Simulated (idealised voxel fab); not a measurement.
process module | voxel wiring stack
This is section cut - it's 275 nm across, gridded in 5 nm square cells.
A cross-section is a grid of square cells, given in bands from the top down. A band is one or more rows of cells. Top, bottom (nm), then materials left to right with widths (nm); lone material tagged "edge to edge" fills the whole band edge to edge; "air" = empty space. Ref level 0: as-received wafer is one material below here. Bottom band extends down with no lower bound ("from 0 down"). You'd read "30->40" like this: the band's top row of cells is as wide as the first number, its bottom row is as wide as the second, and going down, every row changes width by the same amount as the row before did. "same as before", as given for a step, is the statement that not any cell of the cross-section underwent a change during that step. The label "Closed void inventory" introduces a list of the empty spaces, 8 cells or larger, that have no open way up to the top; each entry in it reads width x height at distance, where the distance is taken from the left edge and all three are stated in nm. Step line, after settings: the simulator's comment on this step. "overlay nm" denotes, for a step that has a mask, the displacement of the mask to the right of its planned place, with negative values corresponding to the left.
Here's what the planned process steps look like:
- 1: op RECEIVE | material Si
- 2: op CONFORMAL_DEP | material SiO2 | thk nm 10
- 3: op CONFORMAL_DEP | material SiN | thk nm 5
- 4: op DIRECTIONAL_DEP | material SiO2 | thk nm 15
- 5: op DIRECTIONAL_DEP | material aC | thk nm 10
- 6: op PATTERN | tone open | mask id METAL_1 | material resist | width nm 20 | pitch nm 40 | thk nm 25 | overlay nm 0
- 7: op DIRECTIONAL_ETCH | etch materials aC | depth nm 10
- 8: op STRIP | etch materials resist
- 9: op DIRECTIONAL_ETCH | etch materials SiO2 | depth nm 15
- 10: op DIRECTIONAL_ETCH | etch materials SiN | depth nm 5
- 11: op STRIP | etch materials aC
- 12: op CONFORMAL_DEP | material TiN | thk nm 5
- 13: op FILL_DEP | material Cu | thk nm 5
- 14: op CMP | height nm 30
- 15: op CONFORMAL_DEP | material SiCN | thk nm 5
- 16: op DIRECTIONAL_DEP | material SiO2 | thk nm 20
- 17: op MASKED_ETCH | tone open | mask id PLUG_1 | width nm 15 | pitch nm 40 | etch materials SiO2 | depth nm 20 | overlay nm 0
- 18: op MASKED_ETCH | tone open | mask id PLUG_1 | width nm 15 | pitch nm 40 | etch materials SiCN | depth nm 5 | overlay nm 0
- 19: op EPI | material Ru | thk nm 10
- 20: op EPI | material Ru | thk nm 10
- 21: op EPI | material Ru | thk nm 5
- 22: op CONFORMAL_DEP | material SiN | thk nm 5
- 23: op DIRECTIONAL_DEP | material SiO2 | thk nm 20
- 24: op DIRECTIONAL_DEP | material aC | thk nm 10
- 25: op PATTERN | tone open | mask id METAL_2 | material resist | width nm 20 | pitch nm 40 | thk nm 25 | overlay nm 0
- 26: op DIRECTIONAL_ETCH | etch materials aC | depth nm 10
- 27: op STRIP | etch materials resist
- 28: op DIRECTIONAL_ETCH | etch materials SiO2 | depth nm 20
- 29: op DIRECTIONAL_ETCH | etch materials SiN | depth nm 5
- 30: op STRIP | etch materials aC
- 31: op CONFORMAL_DEP | material TiN | thk nm 5
- 32: op FILL_DEP | material Ru | thk nm 10
- 33: op CMP | height nm 80
- 34: op CONFORMAL_DEP | material SiCN | thk nm 5
- 35: op DIRECTIONAL_DEP | material lowk | thk nm 20
- 36: op DIRECTIONAL_DEP | material aC | thk nm 15
- 37: op PATTERN | tone open | mask id PLUG_2 | material resist | width nm 15 | pitch nm 40 | thk nm 30 | overlay nm 0
- 38: op DIRECTIONAL_ETCH | etch materials aC | depth nm 15
- 39: op STRIP | etch materials resist
- 40: op DIRECTIONAL_ETCH | etch materials lowk | depth nm 20
- 41: op DIRECTIONAL_ETCH | etch materials SiCN | depth nm 5
- 42: op STRIP | etch materials aC
- 43: op CONFORMAL_DEP | material TiN | thk nm 5
- 44: op FILL_DEP | material W | thk nm 10
- 45: op CMP | height nm 105
- 46: op DIRECTIONAL_DEP | material TiN | thk nm 5
- 47: op DIRECTIONAL_DEP | material W | thk nm 15
- 48: op MASKED_ETCH | tone cover | mask id METAL_3 | width nm 20 | pitch nm 40 | etch materials W | depth nm 15 | overlay nm 0
- 49: op MASKED_ETCH | tone cover | mask id METAL_3 | width nm 20 | pitch nm 40 | etch materials TiN | depth nm 5 | overlay nm 0
- 50: op FILL_DEP | material lowk | thk nm 5
- 51: op CMP | height nm 125
- 52: op CONFORMAL_DEP | material SiCN | thk nm 5
Run as planned: first of two wafers:
Cross-section, incoming material, after step 1:
	from 0 down = Si edge to edge
	Closed void inventory: none
Step 2 complete: cross-section through the wafer:
	from 10 to 0 = SiO2 edge to edge
	For the remainder of the cross-section, below 0, there is no change.
Step 3 complete: cross-section through the wafer:
	from 15 to 10 = SiN edge to edge
	For the remainder of the cross-section, below 10, there is no change.
Step 4 complete: cross-section through the wafer:
	from 30 to 15 = SiO2 edge to edge
	For the remainder of the cross-section, below 15, there is no change.
Step 5 complete: cross-section through the wafer:
	from 40 to 30 = aC edge to edge
	For the remainder of the cross-section, below 30, there is no change.
Step 6 complete: cross-section through the wafer:
	from 65 to 40 = 65 resist | 20 air | 20 resist | 20 air | 20 resist | 20 air | 20 resist | 20 air | 70 resist
	For the remainder of the cross-section, below 40, there is no change.
Step 7 complete: cross-section through the wafer:
	from 55 to 40 = 65 resist | 20 air | 20 resist | 20 air | 20 resist | 20 air | 20 resist | 20 air | 70 resist
	from 40 to 30 = 65 aC | 20 air | 20 aC | 20 air | 20 aC | 20 air | 20 aC | 20 air | 70 aC
	For the remainder of the cross-section, below 30, there is no change.
Step 8 complete: cross-section through the wafer:
	from 40 to 30 = 65 aC | 20 air | 20 aC | 20 air | 20 aC | 20 air | 20 aC | 20 air | 70 aC
	For the remainder of the cross-section, below 30, there is no change.
Step 9 complete: cross-section through the wafer:
	from 40 to 30 = 65 aC | 20 air | 20 aC | 20 air | 20 aC | 20 air | 20 aC | 20 air | 70 aC
	from 30 to 15 = 65 SiO2 | 20 air | 20 SiO2 | 20 air | 20 SiO2 | 20 air | 20 SiO2 | 20 air | 70 SiO2
	For the remainder of the cross-section, below 15, there is no change.
Step 10 complete: cross-section through the wafer:
	from 40 to 30 = 65 aC | 20 air | 20 aC | 20 air | 20 aC | 20 air | 20 aC | 20 air | 70 aC
	from 30 to 15 = 65 SiO2 | 20 air | 20 SiO2 | 20 air | 20 SiO2 | 20 air | 20 SiO2 | 20 air | 70 SiO2
	from 15 to 10 = 65 SiN | 20 air | 20 SiN | 20 air | 20 SiN | 20 air | 20 SiN | 20 air | 70 SiN
	For the remainder of the cross-section, below 10, there is no change.
Step 11 complete: cross-section through the wafer:
	from 30 to 15 = 65 SiO2 | 20 air | 20 SiO2 | 20 air | 20 SiO2 | 20 air | 20 SiO2 | 20 air | 70 SiO2
	For the remainder of the cross-section, below 15, there is no change.
Step 12 complete: cross-section through the wafer:
	from 35 to 30 = 70 TiN | 10 air | 30 TiN | 10 air | 30 TiN | 10 air | 30 TiN | 10 air | 75 TiN
	from 30 to 15 = 65 SiO2 | 5 TiN | 10 air | 5 TiN | 20 SiO2 | 5 TiN | 10 air | 5 TiN | 20 SiO2 | 5 TiN | 10 air | 5 TiN | 20 SiO2 | 5 TiN | 10 air | 5 TiN | 70 SiO2
	from 15 to 10 = 65 SiN | 20 TiN | 20 SiN | 20 TiN | 20 SiN | 20 TiN | 20 SiN | 20 TiN | 70 SiN
	For the remainder of the cross-section, below 10, there is no change.
Step 13 complete: cross-section through the wafer:
	from 40 to 35 = Cu edge to edge
	from 35 to 30 = 70 TiN | 10 Cu | 30 TiN | 10 Cu | 30 TiN | 10 Cu | 30 TiN | 10 Cu | 75 TiN
	from 30 to 15 = 65 SiO2 | 5 TiN | 10 Cu | 5 TiN | 20 SiO2 | 5 TiN | 10 Cu | 5 TiN | 20 SiO2 | 5 TiN | 10 Cu | 5 TiN | 20 SiO2 | 5 TiN | 10 Cu | 5 TiN | 70 SiO2
	For the remainder of the cross-section, below 15, there is no change.
Step 14 complete: cross-section through the wafer:
	from 30 to 15 = 65 SiO2 | 5 TiN | 10 Cu | 5 TiN | 20 SiO2 | 5 TiN | 10 Cu | 5 TiN | 20 SiO2 | 5 TiN | 10 Cu | 5 TiN | 20 SiO2 | 5 TiN | 10 Cu | 5 TiN | 70 SiO2
	For the remainder of the cross-section, below 15, there is no change.
Step 15 complete: cross-section through the wafer:
	from 35 to 30 = SiCN edge to edge
	For the remainder of the cross-section, below 30, there is no change.
Step 16 complete: cross-section through the wafer:
	from 55 to 35 = SiO2 edge to edge
	For the remainder of the cross-section, below 35, there is no change.
Step 17 complete: cross-section through the wafer:
	from 55 to 35 = 65 SiO2 | 15 air | 25 SiO2 | 15 air | 25 SiO2 | 15 air | 25 SiO2 | 15 air | 75 SiO2
	For the remainder of the cross-section, below 35, there is no change.
Step 18 complete: cross-section through the wafer:
	from 55 to 35 = 65 SiO2 | 15 air | 25 SiO2 | 15 air | 25 SiO2 | 15 air | 25 SiO2 | 15 air | 75 SiO2
	from 35 to 30 = 65 SiCN | 15 air | 25 SiCN | 15 air | 25 SiCN | 15 air | 25 SiCN | 15 air | 75 SiCN
	For the remainder of the cross-section, below 30, there is no change.
Step 19 complete: cross-section through the wafer:
	from 55 to 40 = 65 SiO2 | 15 air | 25 SiO2 | 15 air | 25 SiO2 | 15 air | 25 SiO2 | 15 air | 75 SiO2
	from 40 to 35 = 65 SiO2 | 15 Ru | 25 SiO2 | 15 Ru | 25 SiO2 | 15 Ru | 25 SiO2 | 15 Ru | 75 SiO2
	from 35 to 30 = 65 SiCN | 15 Ru | 25 SiCN | 15 Ru | 25 SiCN | 15 Ru | 25 SiCN | 15 Ru | 75 SiCN
	For the remainder of the cross-section, below 30, there is no change.
Step 20 complete: cross-section through the wafer:
	from 55 to 50 = 65 SiO2 | 15 air | 25 SiO2 | 15 air | 25 SiO2 | 15 air | 25 SiO2 | 15 air | 75 SiO2
	from 50 to 35 = 65 SiO2 | 15 Ru | 25 SiO2 | 15 Ru | 25 SiO2 | 15 Ru | 25 SiO2 | 15 Ru | 75 SiO2
	For the remainder of the cross-section, below 35, there is no change.
Step 21 complete: cross-section through the wafer:
	from 55 to 35 = 65 SiO2 | 15 Ru | 25 SiO2 | 15 Ru | 25 SiO2 | 15 Ru | 25 SiO2 | 15 Ru | 75 SiO2
	For the remainder of the cross-section, below 35, there is no change.
Step 22 complete: cross-section through the wafer:
	from 60 to 55 = SiN edge to edge
	For the remainder of the cross-section, below 55, there is no change.
Step 23 complete: cross-section through the wafer:
	from 80 to 60 = SiO2 edge to edge
	For the remainder of the cross-section, below 60, there is no change.
Step 24 complete: cross-section through the wafer:
	from 90 to 80 = aC edge to edge
	For the remainder of the cross-section, below 80, there is no change.
Step 25 complete: cross-section through the wafer:
	from 115 to 90 = 65 resist | 20 air | 20 resist | 20 air | 20 resist | 20 air | 20 resist | 20 air | 70 resist
	For the remainder of the cross-section, below 90, there is no change.
Step 26 complete: cross-section through the wafer:
	from 105 to 90 = 65 resist | 20 air | 20 resist | 20 air | 20 resist | 20 air | 20 resist | 20 air | 70 resist
	from 90 to 80 = 65 aC | 20 air | 20 aC | 20 air | 20 aC | 20 air | 20 aC | 20 air | 70 aC
	For the remainder of the cross-section, below 80, there is no change.
Step 27 complete: cross-section through the wafer:
	from 90 to 80 = 65 aC | 20 air | 20 aC | 20 air | 20 aC | 20 air | 20 aC | 20 air | 70 aC
	For the remainder of the cross-section, below 80, there is no change.
Step 28 complete: cross-section through the wafer:
	from 90 to 80 = 65 aC | 20 air | 20 aC | 20 air | 20 aC | 20 air | 20 aC | 20 air | 70 aC
	from 80 to 60 = 65 SiO2 | 20 air | 20 SiO2 | 20 air | 20 SiO2 | 20 air | 20 SiO2 | 20 air | 70 SiO2
	For the remainder of the cross-section, below 60, there is no change.
Step 29 complete: cross-section through the wafer:
	from 90 to 80 = 65 aC | 20 air | 20 aC | 20 air | 20 aC | 20 air | 20 aC | 20 air | 70 aC
	from 80 to 60 = 65 SiO2 | 20 air | 20 SiO2 | 20 air | 20 SiO2 | 20 air | 20 SiO2 | 20 air | 70 SiO2
	from 60 to 55 = 65 SiN | 20 air | 20 SiN | 20 air | 20 SiN | 20 air | 20 SiN | 20 air | 70 SiN
	For the remainder of the cross-section, below 55, there is no change.
Step 30 complete: cross-section through the wafer:
	from 80 to 60 = 65 SiO2 | 20 air | 20 SiO2 | 20 air | 20 SiO2 | 20 air | 20 SiO2 | 20 air | 70 SiO2
	For the remainder of the cross-section, below 60, there is no change.
Step 31 complete: cross-section through the wafer:
	from 85 to 80 = 70 TiN | 10 air | 30 TiN | 10 air | 30 TiN | 10 air | 30 TiN | 10 air | 75 TiN
	from 80 to 60 = 65 SiO2 | 5 TiN | 10 air | 5 TiN | 20 SiO2 | 5 TiN | 10 air | 5 TiN | 20 SiO2 | 5 TiN | 10 air | 5 TiN | 20 SiO2 | 5 TiN | 10 air | 5 TiN | 70 SiO2
	from 60 to 55 = 65 SiN | 20 TiN | 20 SiN | 20 TiN | 20 SiN | 20 TiN | 20 SiN | 20 TiN | 70 SiN
	For the remainder of the cross-section, below 55, there is no change.
Step 32 complete: cross-section through the wafer:
	from 95 to 85 = Ru edge to edge
	from 85 to 80 = 70 TiN | 10 Ru | 30 TiN | 10 Ru | 30 TiN | 10 Ru | 30 TiN | 10 Ru | 75 TiN
	from 80 to 60 = 65 SiO2 | 5 TiN | 10 Ru | 5 TiN | 20 SiO2 | 5 TiN | 10 Ru | 5 TiN | 20 SiO2 | 5 TiN | 10 Ru | 5 TiN | 20 SiO2 | 5 TiN | 10 Ru | 5 TiN | 70 SiO2
	For the remainder of the cross-section, below 60, there is no change.
Step 33 complete: cross-section through the wafer:
	from 80 to 60 = 65 SiO2 | 5 TiN | 10 Ru | 5 TiN | 20 SiO2 | 5 TiN | 10 Ru | 5 TiN | 20 SiO2 | 5 TiN | 10 Ru | 5 TiN | 20 SiO2 | 5 TiN | 10 Ru | 5 TiN | 70 SiO2
	For the remainder of the cross-section, below 60, there is no change.
Step 34 complete: cross-section through the wafer:
	from 85 to 80 = SiCN edge to edge
	For the remainder of the cross-section, below 80, there is no change.
Step 35 complete: cross-section through the wafer:
	from 105 to 85 = lowk edge to edge
	For the remainder of the cross-section, below 85, there is no change.
Step 36 complete: cross-section through the wafer:
	from 120 to 105 = aC edge to edge
	For the remainder of the cross-section, below 105, there is no change.
Step 37 complete: cross-section through the wafer:
	from 150 to 120 = 65 resist | 15 air | 25 resist | 15 air | 25 resist | 15 air | 25 resist | 15 air | 75 resist
	For the remainder of the cross-section, below 120, there is no change.
Step 38 complete: cross-section through the wafer:
	from 135 to 120 = 65 resist | 15 air | 25 resist | 15 air | 25 resist | 15 air | 25 resist | 15 air | 75 resist
	from 120 to 105 = 65 aC | 15 air | 25 aC | 15 air | 25 aC | 15 air | 25 aC | 15 air | 75 aC
	For the remainder of the cross-section, below 105, there is no change.
Step 39 complete: cross-section through the wafer:
	from 120 to 105 = 65 aC | 15 air | 25 aC | 15 air | 25 aC | 15 air | 25 aC | 15 air | 75 aC
	For the remainder of the cross-section, below 105, there is no change.
Step 40 complete: cross-section through the wafer:
	from 120 to 105 = 65 aC | 15 air | 25 aC | 15 air | 25 aC | 15 air | 25 aC | 15 air | 75 aC
	from 105 to 85 = 65 lowk | 15 air | 25 lowk | 15 air | 25 lowk | 15 air | 25 lowk | 15 air | 75 lowk
	For the remainder of the cross-section, below 85, there is no change.
Step 41 complete: cross-section through the wafer:
	from 120 to 105 = 65 aC | 15 air | 25 aC | 15 air | 25 aC | 15 air | 25 aC | 15 air | 75 aC
	from 105 to 85 = 65 lowk | 15 air | 25 lowk | 15 air | 25 lowk | 15 air | 25 lowk | 15 air | 75 lowk
	from 85 to 80 = 65 SiCN | 15 air | 25 SiCN | 15 air | 25 SiCN | 15 air | 25 SiCN | 15 air | 75 SiCN
	For the remainder of the cross-section, below 80, there is no change.
Step 42 complete: cross-section through the wafer:
	from 105 to 85 = 65 lowk | 15 air | 25 lowk | 15 air | 25 lowk | 15 air | 25 lowk | 15 air | 75 lowk
	For the remainder of the cross-section, below 85, there is no change.
Step 43 complete: cross-section through the wafer:
	from 110 to 105 = 70 TiN | 5 air | 35 TiN | 5 air | 35 TiN | 5 air | 35 TiN | 5 air | 80 TiN
	from 105 to 85 = 65 lowk | 5 TiN | 5 air | 5 TiN | 25 lowk | 5 TiN | 5 air | 5 TiN | 25 lowk | 5 TiN | 5 air | 5 TiN | 25 lowk | 5 TiN | 5 air | 5 TiN | 75 lowk
	from 85 to 80 = 65 SiCN | 15 TiN | 25 SiCN | 15 TiN | 25 SiCN | 15 TiN | 25 SiCN | 15 TiN | 75 SiCN
	For the remainder of the cross-section, below 80, there is no change.
Step 44 complete: cross-section through the wafer:
	from 120 to 110 = W edge to edge
	from 110 to 105 = 70 TiN | 5 W | 35 TiN | 5 W | 35 TiN | 5 W | 35 TiN | 5 W | 80 TiN
	from 105 to 85 = 65 lowk | 5 TiN | 5 W | 5 TiN | 25 lowk | 5 TiN | 5 W | 5 TiN | 25 lowk | 5 TiN | 5 W | 5 TiN | 25 lowk | 5 TiN | 5 W | 5 TiN | 75 lowk
	For the remainder of the cross-section, below 85, there is no change.
Step 45 complete: cross-section through the wafer:
	from 105 to 85 = 65 lowk | 5 TiN | 5 W | 5 TiN | 25 lowk | 5 TiN | 5 W | 5 TiN | 25 lowk | 5 TiN | 5 W | 5 TiN | 25 lowk | 5 TiN | 5 W | 5 TiN | 75 lowk
	For the remainder of the cross-section, below 85, there is no change.
Step 46 complete: cross-section through the wafer:
	from 110 to 105 = TiN edge to edge
	For the remainder of the cross-section, below 105, there is no change.
Step 47 complete: cross-section through the wafer:
	from 125 to 110 = W edge to edge
	For the remainder of the cross-section, below 110, there is no change.
Step 48 complete: cross-section through the wafer:
	from 125 to 110 = 65 air | 20 W | 20 air | 20 W | 20 air | 20 W | 20 air | 20 W | 70 air
	For the remainder of the cross-section, below 110, there is no change.
Step 49 complete: cross-section through the wafer:
	from 125 to 110 = 65 air | 20 W | 20 air | 20 W | 20 air | 20 W | 20 air | 20 W | 70 air
	from 110 to 105 = 65 air | 20 TiN | 20 air | 20 TiN | 20 air | 20 TiN | 20 air | 20 TiN | 70 air
	For the remainder of the cross-section, below 105, there is no change.
Step 50 complete: cross-section through the wafer:
	from 130 to 125 = lowk edge to edge
	from 125 to 110 = 65 lowk | 20 W | 20 lowk | 20 W | 20 lowk | 20 W | 20 lowk | 20 W | 70 lowk
	from 110 to 105 = 65 lowk | 20 TiN | 20 lowk | 20 TiN | 20 lowk | 20 TiN | 20 lowk | 20 TiN | 70 lowk
	For the remainder of the cross-section, below 105, there is no change.
Step 51 complete: cross-section through the wafer:
	from 125 to 110 = 65 lowk | 20 W | 20 lowk | 20 W | 20 lowk | 20 W | 20 lowk | 20 W | 70 lowk
	For the remainder of the cross-section, below 110, there is no change.
Step 52 complete: cross-section through the wafer:
	from 130 to 125 = SiCN edge to edge
	For the remainder of the cross-section, below 125, there is no change.
Wafer two of the pair: same origin, same plan, one error during the run; identical to wafer one up to and including step 45:
Cross-section of the second wafer at the time step 46 of the plan should have ended:
	from 120 to 105 = W edge to edge
	For the remainder of the cross-section, below 105, there is no change.
Cross-section of the second wafer at the time step 47 of the plan should have ended:
	from 125 to 120 = TiN edge to edge
	For the remainder of the cross-section, below 120, there is no change.
Cross-section of the second wafer at the time step 48 of the plan should have ended: same as before
Cross-section of the second wafer at the time step 49 of the plan should have ended:
	from 125 to 120 = 65 air | 20 TiN | 20 air | 20 TiN | 20 air | 20 TiN | 20 air | 20 TiN | 70 air
	For the remainder of the cross-section, below 120, there is no change.
Cross-section of the second wafer at the time step 50 of the plan should have ended:
	from 130 to 125 = lowk edge to edge
	from 125 to 120 = 65 lowk | 20 TiN | 20 lowk | 20 TiN | 20 lowk | 20 TiN | 20 lowk | 20 TiN | 70 lowk
	For the remainder of the cross-section, below 120, there is no change.
Cross-section of the second wafer at the time step 51 of the plan should have ended:
	from 125 to 120 = 65 lowk | 20 TiN | 20 lowk | 20 TiN | 20 lowk | 20 TiN | 20 lowk | 20 TiN | 70 lowk
	For the remainder of the cross-section, below 120, there is no change.
Cross-section of the second wafer at the time step 52 of the plan should have ended:
	from 130 to 125 = SiCN edge to edge
	For the remainder of the cross-section, below 125, there is no change.
What broke from the plan during processing? plan steps 46 and 47 run swapped
The closing comparison, in cells, has the second wafer with more or fewer of some materials than the first: W +117, lowk -117
